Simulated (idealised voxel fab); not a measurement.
process module | voxel wiring stack
cross-section cut | 245 nm wide | cells 5 nm
A cross-section is a grid of square cells, given in bands from the top down. A band is one or more rows of cells.
Each band's line starts with the height of the band's top and of its bottom, in nm. Then come its materials from left to right, each with its width in nm. One material with "throughout" fills the band from edge to edge. "air" is empty space.
Height 0 is the level under which the wafer as received is all one material. The lowest band goes on downwards, as in "0 down".
A width such as "30 to 40" changes by the same amount from each row of cells to the next, from the band's top row to its bottom row.
"no change" after a step means that no cell of the cross-section changed.
closed voids: empty space of 8 cells or more with no open way to the top, each as width x height at its distance from the left edge, in nm
after a step's settings: what the simulator itself notes on the step
overlay nm, on a step with a mask: how far to the right of its planned place the mask lay; to the left if negative
plan
1 op RECEIVE | material Si
2 op CONFORMAL_DEP | material SiO2 | thk nm 15
3 op CONFORMAL_DEP | material SiN | thk nm 5
4 op DIRECTIONAL_DEP | material SiO2 | thk nm 20
5 op PATTERN | tone open | mask id METAL_1 | material resist | width nm 30 | pitch nm 50 | thk nm 15 | overlay nm 0
6 op DIRECTIONAL_ETCH | etch materials SiO2 | depth nm 20
7 op DIRECTIONAL_ETCH | etch materials SiN | depth nm 5
8 op STRIP | etch materials resist
9 op CONFORMAL_DEP | material TiN | thk nm 5
10 op FILL_DEP | material W | thk nm 10
11 op CMP | height nm 40
12 op CONFORMAL_DEP | material SiCN | thk nm 5
13 op DIRECTIONAL_DEP | material SiO2 | thk nm 20
14 op DIRECTIONAL_DEP | material aC | thk nm 15
15 op PATTERN | tone open | mask id PLUG_1 | material resist | width nm 15 | pitch nm 50 | thk nm 30 | overlay nm 0
16 op DIRECTIONAL_ETCH | etch materials aC | depth nm 15
17 op STRIP | etch materials resist
18 op DIRECTIONAL_ETCH | etch materials SiO2 | depth nm 20
19 op DIRECTIONAL_ETCH | etch materials SiCN | depth nm 5
20 op STRIP | etch materials aC
21 op CONFORMAL_DEP | material TiN | thk nm 5
22 op FILL_DEP | material Cu | thk nm 5
23 op CMP | height nm 65
24 op DIRECTIONAL_DEP | material TiN | thk nm 5
25 op DIRECTIONAL_DEP | material Ru | thk nm 15
26 op MASKED_ETCH | tone cover | mask id METAL_2 | width nm 30 | pitch nm 50 | etch materials Ru | depth nm 15 | overlay nm 0
27 op MASKED_ETCH | tone cover | mask id METAL_2 | width nm 30 | pitch nm 50 | etch materials TiN | depth nm 5 | overlay nm 0
28 op FILL_DEP | material SiO2 | thk nm 10
29 op CMP | height nm 85
30 op CONFORMAL_DEP | material SiCN | thk nm 5
31 op DIRECTIONAL_DEP | material lowk | thk nm 10
32 op MASKED_ETCH | tone open | mask id PLUG_2 | width nm 15 | pitch nm 50 | etch materials lowk | depth nm 10 | overlay nm 0
33 op MASKED_ETCH | tone open | mask id PLUG_2 | width nm 15 | pitch nm 50 | etch materials SiCN | depth nm 5 | overlay nm 0
34 op EPI | material Ru | thk nm 10
35 op EPI | material Ru | thk nm 5
36 op DIRECTIONAL_DEP | material TiN | thk nm 5
37 op DIRECTIONAL_DEP | material W | thk nm 20
38 op PATTERN | tone cover | mask id METAL_3 | material resist | width nm 30 | pitch nm 50 | thk nm 15 | overlay nm 0
39 op DIRECTIONAL_ETCH | etch materials W | depth nm 20
40 op DIRECTIONAL_ETCH | etch materials TiN | depth nm 5
41 op STRIP | etch materials resist
42 op CONFORMAL_DEP | material SiCN | thk nm 5
43 op FILL_DEP | material SiO2 | thk nm 5
44 op CMP | height nm 125
45 op CONFORMAL_DEP | material SiN | thk nm 5
first wafer, as planned
as received, after step 1
  0 down: Si throughout
  closed voids: none
after step 2
  15 to 0: SiO2 throughout
  below 0: unchanged
after step 3
  20 to 15: SiN throughout
  below 15: unchanged
after step 4
  40 to 20: SiO2 throughout
  below 20: unchanged
after step 5
  55 to 40: resist 55 | air 30 | resist 20 | air 30 | resist 20 | air 30 | resist 60
  below 40: unchanged
after step 6
  55 to 40: resist 55 | air 30 | resist 20 | air 30 | resist 20 | air 30 | resist 60
  40 to 20: SiO2 55 | air 30 | SiO2 20 | air 30 | SiO2 20 | air 30 | SiO2 60
  below 20: unchanged
after step 7
  55 to 40: resist 55 | air 30 | resist 20 | air 30 | resist 20 | air 30 | resist 60
  40 to 20: SiO2 55 | air 30 | SiO2 20 | air 30 | SiO2 20 | air 30 | SiO2 60
  20 to 15: SiN 55 | air 30 | SiN 20 | air 30 | SiN 20 | air 30 | SiN 60
  below 15: unchanged
after step 8
  40 to 20: SiO2 55 | air 30 | SiO2 20 | air 30 | SiO2 20 | air 30 | SiO2 60
  below 20: unchanged
after step 9
  45 to 40: TiN 60 | air 20 | TiN 30 | air 20 | TiN 30 | air 20 | TiN 65
  40 to 20: SiO2 55 | TiN 5 | air 20 | TiN 5 | SiO2 20 | TiN 5 | air 20 | TiN 5 | SiO2 20 | TiN 5 | air 20 | TiN 5 | SiO2 60
  20 to 15: SiN 55 | TiN 30 | SiN 20 | TiN 30 | SiN 20 | TiN 30 | SiN 60
  below 15: unchanged
after step 10
  55 to 45: W throughout
  45 to 40: TiN 60 | W 20 | TiN 30 | W 20 | TiN 30 | W 20 | TiN 65
  40 to 20: SiO2 55 | TiN 5 | W 20 | TiN 5 | SiO2 20 | TiN 5 | W 20 | TiN 5 | SiO2 20 | TiN 5 | W 20 | TiN 5 | SiO2 60
  below 20: unchanged
after step 11
  40 to 20: SiO2 55 | TiN 5 | W 20 | TiN 5 | SiO2 20 | TiN 5 | W 20 | TiN 5 | SiO2 20 | TiN 5 | W 20 | TiN 5 | SiO2 60
  below 20: unchanged
after step 12
  45 to 40: SiCN throughout
  below 40: unchanged
after step 13
  65 to 45: SiO2 throughout
  below 45: unchanged
after step 14
  80 to 65: aC throughout
  below 65: unchanged
after step 15
  110 to 80: resist 55 | air 15 | resist 35 | air 15 | resist 35 | air 15 | resist 75
  below 80: unchanged
after step 16
  95 to 80: resist 55 | air 15 | resist 35 | air 15 | resist 35 | air 15 | resist 75
  80 to 65: aC 55 | air 15 | aC 35 | air 15 | aC 35 | air 15 | aC 75
  below 65: unchanged
after step 17
  80 to 65: aC 55 | air 15 | aC 35 | air 15 | aC 35 | air 15 | aC 75
  below 65: unchanged
after step 18
  80 to 65: aC 55 | air 15 | aC 35 | air 15 | aC 35 | air 15 | aC 75
  65 to 45: SiO2 55 | air 15 | SiO2 35 | air 15 | SiO2 35 | air 15 | SiO2 75
  below 45: unchanged
after step 19
  80 to 65: aC 55 | air 15 | aC 35 | air 15 | aC 35 | air 15 | aC 75
  65 to 45: SiO2 55 | air 15 | SiO2 35 | air 15 | SiO2 35 | air 15 | SiO2 75
  45 to 40: SiCN 55 | air 15 | SiCN 35 | air 15 | SiCN 35 | air 15 | SiCN 75
  below 40: unchanged
after step 20
  65 to 45: SiO2 55 | air 15 | SiO2 35 | air 15 | SiO2 35 | air 15 | SiO2 75
  below 45: unchanged
after step 21
  70 to 65: TiN 60 | air 5 | TiN 45 | air 5 | TiN 45 | air 5 | TiN 80
  65 to 45: SiO2 55 | TiN 5 | air 5 | TiN 5 | SiO2 35 | TiN 5 | air 5 | TiN 5 | SiO2 35 | TiN 5 | air 5 | TiN 5 | SiO2 75
  45 to 40: SiCN 55 | TiN 15 | SiCN 35 | TiN 15 | SiCN 35 | TiN 15 | SiCN 75
  below 40: unchanged
after step 22
  75 to 70: Cu throughout
  70 to 65: TiN 60 | Cu 5 | TiN 45 | Cu 5 | TiN 45 | Cu 5 | TiN 80
  65 to 45: SiO2 55 | TiN 5 | Cu 5 | TiN 5 | SiO2 35 | TiN 5 | Cu 5 | TiN 5 | SiO2 35 | TiN 5 | Cu 5 | TiN 5 | SiO2 75
  below 45: unchanged
after step 23
  65 to 45: SiO2 55 | TiN 5 | Cu 5 | TiN 5 | SiO2 35 | TiN 5 | Cu 5 | TiN 5 | SiO2 35 | TiN 5 | Cu 5 | TiN 5 | SiO2 75
  below 45: unchanged
after step 24
  70 to 65: TiN throughout
  below 65: unchanged
after step 25
  85 to 70: Ru throughout
  below 70: unchanged
after step 26
  85 to 70: air 55 | Ru 30 | air 20 | Ru 30 | air 20 | Ru 30 | air 60
  below 70: unchanged
after step 27
  85 to 70: air 55 | Ru 30 | air 20 | Ru 30 | air 20 | Ru 30 | air 60
  70 to 65: air 55 | TiN 30 | air 20 | TiN 30 | air 20 | TiN 30 | air 60
  below 65: unchanged
after step 28
  95 to 85: SiO2 throughout
  85 to 70: SiO2 55 | Ru 30 | SiO2 20 | Ru 30 | SiO2 20 | Ru 30 | SiO2 60
  70 to 65: SiO2 55 | TiN 30 | SiO2 20 | TiN 30 | SiO2 20 | TiN 30 | SiO2 60
  below 65: unchanged
after step 29
  85 to 70: SiO2 55 | Ru 30 | SiO2 20 | Ru 30 | SiO2 20 | Ru 30 | SiO2 60
  below 70: unchanged
after step 30
  90 to 85: SiCN throughout
  below 85: unchanged
after step 31
  100 to 90: lowk throughout
  below 90: unchanged
after step 32
  100 to 90: lowk 55 | air 15 | lowk 35 | air 15 | lowk 35 | air 15 | lowk 75
  below 90: unchanged
after step 33
  100 to 90: lowk 55 | air 15 | lowk 35 | air 15 | lowk 35 | air 15 | lowk 75
  90 to 85: SiCN 55 | air 15 | SiCN 35 | air 15 | SiCN 35 | air 15 | SiCN 75
  below 85: unchanged
after step 34
  100 to 95: lowk 55 | air 15 | lowk 35 | air 15 | lowk 35 | air 15 | lowk 75
  95 to 90: lowk 55 | Ru 15 | lowk 35 | Ru 15 | lowk 35 | Ru 15 | lowk 75
  90 to 85: SiCN 55 | Ru 15 | SiCN 35 | Ru 15 | SiCN 35 | Ru 15 | SiCN 75
  below 85: unchanged
after step 35
  100 to 90: lowk 55 | Ru 15 | lowk 35 | Ru 15 | lowk 35 | Ru 15 | lowk 75
  below 90: unchanged
after step 36
  105 to 100: TiN throughout
  below 100: unchanged
after step 37
  125 to 105: W throughout
  below 105: unchanged
after step 38
  140 to 125: air 55 | resist 30 | air 20 | resist 30 | air 20 | resist 30 | air 60
  below 125: unchanged
after step 39
  140 to 125: air 55 | resist 30 | air 20 | resist 30 | air 20 | resist 30 | air 60
  125 to 105: air 55 | W 30 | air 20 | W 30 | air 20 | W 30 | air 60
  below 105: unchanged
after step 40
  140 to 125: air 55 | resist 30 | air 20 | resist 30 | air 20 | resist 30 | air 60
  125 to 105: air 55 | W 30 | air 20 | W 30 | air 20 | W 30 | air 60
  105 to 100: air 55 | TiN 30 | air 20 | TiN 30 | air 20 | TiN 30 | air 60
  below 100: unchanged
after step 41
  125 to 105: air 55 | W 30 | air 20 | W 30 | air 20 | W 30 | air 60
  below 105: unchanged
after step 42
  130 to 125: air 50 | SiCN 40 | air 10 | SiCN 40 | air 10 | SiCN 40 | air 55
  125 to 105: air 50 | SiCN 5 | W 30 | SiCN 5 | air 10 | SiCN 5 | W 30 | SiCN 5 | air 10 | SiCN 5 | W 30 | SiCN 5 | air 55
  105 to 100: SiCN 55 | TiN 30 | SiCN 20 | TiN 30 | SiCN 20 | TiN 30 | SiCN 60
  below 100: unchanged
after step 43
  135 to 130: SiO2 throughout
  130 to 125: SiO2 50 | SiCN 40 | SiO2 10 | SiCN 40 | SiO2 10 | SiCN 40 | SiO2 55
  125 to 105: SiO2 50 | SiCN 5 | W 30 | SiCN 5 | SiO2 10 | SiCN 5 | W 30 | SiCN 5 | SiO2 10 | SiCN 5 | W 30 | SiCN 5 | SiO2 55
  below 105: unchanged
after step 44
  125 to 105: SiO2 50 | SiCN 5 | W 30 | SiCN 5 | SiO2 10 | SiCN 5 | W 30 | SiCN 5 | SiO2 10 | SiCN 5 | W 30 | SiCN 5 | SiO2 55
  below 105: unchanged
after step 45
  130 to 125: SiN throughout
  below 125: unchanged
second wafer: like start, like plan, one mistake. Through step 31 it matches the first wafer
when step 32 should have ended
  100 to 90: lowk 50 | air 25 | lowk 25 | air 25 | lowk 25 | air 25 | lowk 70
  below 90: unchanged
when step 33 should have ended
  100 to 90: lowk 50 | air 25 | lowk 25 | air 25 | lowk 25 | air 25 | lowk 70
  90 to 85: SiCN 55 | air 15 | SiCN 35 | air 15 | SiCN 35 | air 15 | SiCN 75
  below 85: unchanged
when step 34 should have ended
  100 to 95: lowk 50 | air 25 | lowk 25 | air 25 | lowk 25 | air 25 | lowk 70
  95 to 90: lowk 50 | Ru 25 | lowk 25 | Ru 25 | lowk 25 | Ru 25 | lowk 70
  90 to 85: SiCN 55 | Ru 15 | SiCN 35 | Ru 15 | SiCN 35 | Ru 15 | SiCN 75
  below 85: unchanged
when step 35 should have ended
  100 to 90: lowk 50 | Ru 25 | lowk 25 | Ru 25 | lowk 25 | Ru 25 | lowk 70
  below 90: unchanged
when step 36 should have ended
  105 to 100: TiN throughout
  below 100: unchanged
when step 37 should have ended
  125 to 105: W throughout
  below 105: unchanged
when step 38 should have ended
  140 to 125: air 55 | resist 30 | air 20 | resist 30 | air 20 | resist 30 | air 60
  below 125: unchanged
when step 39 should have ended
  140 to 125: air 55 | resist 30 | air 20 | resist 30 | air 20 | resist 30 | air 60
  125 to 105: air 55 | W 30 | air 20 | W 30 | air 20 | W 30 | air 60
  below 105: unchanged
when step 40 should have ended
  140 to 125: air 55 | resist 30 | air 20 | resist 30 | air 20 | resist 30 | air 60
  125 to 105: air 55 | W 30 | air 20 | W 30 | air 20 | W 30 | air 60
  105 to 100: air 55 | TiN 30 | air 20 | TiN 30 | air 20 | TiN 30 | air 60
  below 100: unchanged
when step 41 should have ended
  125 to 105: air 55 | W 30 | air 20 | W 30 | air 20 | W 30 | air 60
  below 105: unchanged
when step 42 should have ended
  130 to 125: air 50 | SiCN 40 | air 10 | SiCN 40 | air 10 | SiCN 40 | air 55
  125 to 105: air 50 | SiCN 5 | W 30 | SiCN 5 | air 10 | SiCN 5 | W 30 | SiCN 5 | air 10 | SiCN 5 | W 30 | SiCN 5 | air 55
  105 to 100: SiCN 55 | TiN 30 | SiCN 20 | TiN 30 | SiCN 20 | TiN 30 | SiCN 60
  below 100: unchanged
when step 43 should have ended
  135 to 130: SiO2 throughout
  130 to 125: SiO2 50 | SiCN 40 | SiO2 10 | SiCN 40 | SiO2 10 | SiCN 40 | SiO2 55
  125 to 105: SiO2 50 | SiCN 5 | W 30 | SiCN 5 | SiO2 10 | SiCN 5 | W 30 | SiCN 5 | SiO2 10 | SiCN 5 | W 30 | SiCN 5 | SiO2 55
  below 105: unchanged
when step 44 should have ended
  125 to 105: SiO2 50 | SiCN 5 | W 30 | SiCN 5 | SiO2 10 | SiCN 5 | W 30 | SiCN 5 | SiO2 10 | SiCN 5 | W 30 | SiCN 5 | SiO2 55
  below 105: unchanged
when step 45 should have ended
  130 to 125: SiN throughout
  below 125: unchanged
what went wrong: step 32 ran as: op MASKED_ETCH | tone open | mask id PLUG_2 | width nm 25 | pitch nm 50 | etch materials lowk | depth nm 10 | overlay nm 0
at the end the second wafer has, in cells: 12 more of Ru | 12 fewer of lowk
